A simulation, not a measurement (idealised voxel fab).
process module | voxel trench capacitor
cross-section cut | 190 nm wide | cells 5 nm
A cross-section is a grid of square cells, given in bands from the top down. A band is one or more rows of cells.
Each band's line starts with the height of the band's top and of its bottom, in nm. Then come its materials from left to right, each with its width in nm. One material with "throughout" fills the band from edge to edge. "air" is empty space.
Height 0 is the level under which the wafer as received is all one material. The lowest band goes on downwards, as in "0 down".
A width such as "30 to 40" changes by the same amount from each row of cells to the next, from the band's top row to its bottom row.
"no change" after a step means that no cell of the cross-section changed.
closed voids: empty space of 8 cells or more with no open way to the top, each as width x height at its distance from the left edge, in nm
after a step's settings: what the simulator itself notes on the step
overlay nm, on a step with a mask: how far to the right of its planned place the mask lay; to the left if negative
plan
1 op RECEIVE | material Si
2 op CONFORMAL_DEP | material SiN | thk nm 5
3 op DIRECTIONAL_DEP | material aC | thk nm 10
4 op PATTERN | tone open | mask id TRENCH | material resist | width nm 30 | pitch nm 55 | thk nm 25 | overlay nm 0
5 op DIRECTIONAL_ETCH | etch materials aC | depth nm 10
6 op STRIP | etch materials resist
7 op DIRECTIONAL_ETCH | etch materials SiN | depth nm 5
8 op DIRECTIONAL_ETCH | etch materials Si | depth nm 30
9 op STRIP | etch materials aC
10 op CONFORMAL_DEP | material HfO2 | thk nm 5
11 op CONFORMAL_DEP | material TiN | thk nm 5
12 op FILL_DEP | material W | thk nm 10
13 op CMP | height nm 5
as received, after step 1
  0 down: Si throughout
  closed voids: none
a wafer at the end: this start, this plan, one mistake
  5 to 0: SiN 25 | HfO2 5 | aC 5 | W 10 | aC 5 | HfO2 5 | SiN 25 | HfO2 5 | aC 5 | W 10 | aC 5 | HfO2 5 | SiN 25 | HfO2 5 | aC 5 | W 10 | aC 5 | HfO2 5 | SiN 25
  0 to -20: Si 25 | HfO2 5 | aC 5 | W 10 | aC 5 | HfO2 5 | Si 25 | HfO2 5 | aC 5 | W 10 | aC 5 | HfO2 5 | Si 25 | HfO2 5 | aC 5 | W 10 | aC 5 | HfO2 5 | Si 25
  -20 to -25: Si 25 | HfO2 5 | aC 20 | HfO2 5 | Si 25 | HfO2 5 | aC 20 | HfO2 5 | Si 25 | HfO2 5 | aC 20 | HfO2 5 | Si 25
  -25 to -30: Si 25 | HfO2 30 | Si 25 | HfO2 30 | Si 25 | HfO2 30 | Si 25
  -30 down: Si throughout
  closed voids: none
what went wrong: step 11 ran as: op CONFORMAL_DEP | material aC | thk nm 5
